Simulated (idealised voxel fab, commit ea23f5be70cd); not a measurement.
This section sets out a process module, namely voxel fin reveal.
Xsec cut, 250 nm wide, square cell size 5 nm.
Throughout this document, each cross-section is represented as a grid of square cells and is presented as a sequence of bands enumerated from the top downward, where a band comprises one or more rows of cells.
Basically the band line says how high the top is and how high the bottom is, in nm, and then what's in it from left to right, every material with its width in nm. Empty space shows up as "empty", and if a single material carries "all across" it runs the full band edge to edge.
Convention: height 0 is the level below which the wafer, as received, is all one material. The lowest band does not terminate at the bottom but continues downward, represented as "top 0, no bottom".
The width entry "30..40" should be interpreted row by row: the top row of cells in the band takes the first number, the bottom row takes the second number, and the change between adjacent rows is uniform throughout.
Step marked "no modifications"? Then no cell in the cross-section changed in it.
"Enclosed empty spaces" means: voids of 8 cells or more that are shut off from the top with no open way through. Written width x height at distance, distance from the left edge, in nm.
Heads up: the bit after the settings on a step's line is the simulator's remark on that step.
overlay nm: right-of-plan distance of the mask on a masked step; negative values mean left-of-plan.

The steps planned for the process are as follows
- 1: RECEIVE with material Si
- 2: CONFORMAL_DEP with material SiN, thk nm 5
- 3: DIRECTIONAL_DEP with material aC, thk nm 15
- 4: PATTERN with tone cover, mask id FINS, material resist, width nm 15, pitch nm 35, thk nm 35, overlay nm 0
- 5: DIRECTIONAL_ETCH with etch materials aC, depth nm 15
- 6: STRIP with etch materials resist
- 7: DIRECTIONAL_ETCH with etch materials SiN, depth nm 5
- 8: DIRECTIONAL_ETCH with etch materials Si, depth nm 30
- 9: STRIP with etch materials aC
- 10: OXIDIZE with depth nm 5
- 11: FILL_DEP with material SiO2, thk nm 15
- 12: CMP with height nm 5
- 13: SELECTIVE_ETCH with etch materials SiO2, depth nm 15
- 14: STRIP with etch materials SiN

Cross-section: wafer on arrival = after step 1
	top 0, no bottom = Si all across
	Enclosed empty spaces: none

The plan above was carried out on the starting structure above with one mistake, and this cross-section shows the wafer at the end of the module
	top 0, bottom -10 = 60 of empty / 5 of Si / 30 of empty / 5 of Si / 30 of empty / 5 of Si / 30 of empty / 5 of Si / 80 of empty
	top -10, bottom -35 = 60 of SiO2 / 5 of Si / 30 of SiO2 / 5 of Si / 30 of SiO2 / 5 of Si / 30 of SiO2 / 5 of Si / 80 of SiO2
	top -35, no bottom = Si all across
	Enclosed empty spaces: none
Heads up, the wafer didn't run the way we planned it: it should be noted that step 4 was executed with settings other than those planned, the operation and settings actually applied being PATTERN with tone cover, mask id FINS, material resist, width nm 15, pitch nm 35, thk nm 35, overlay nm -10
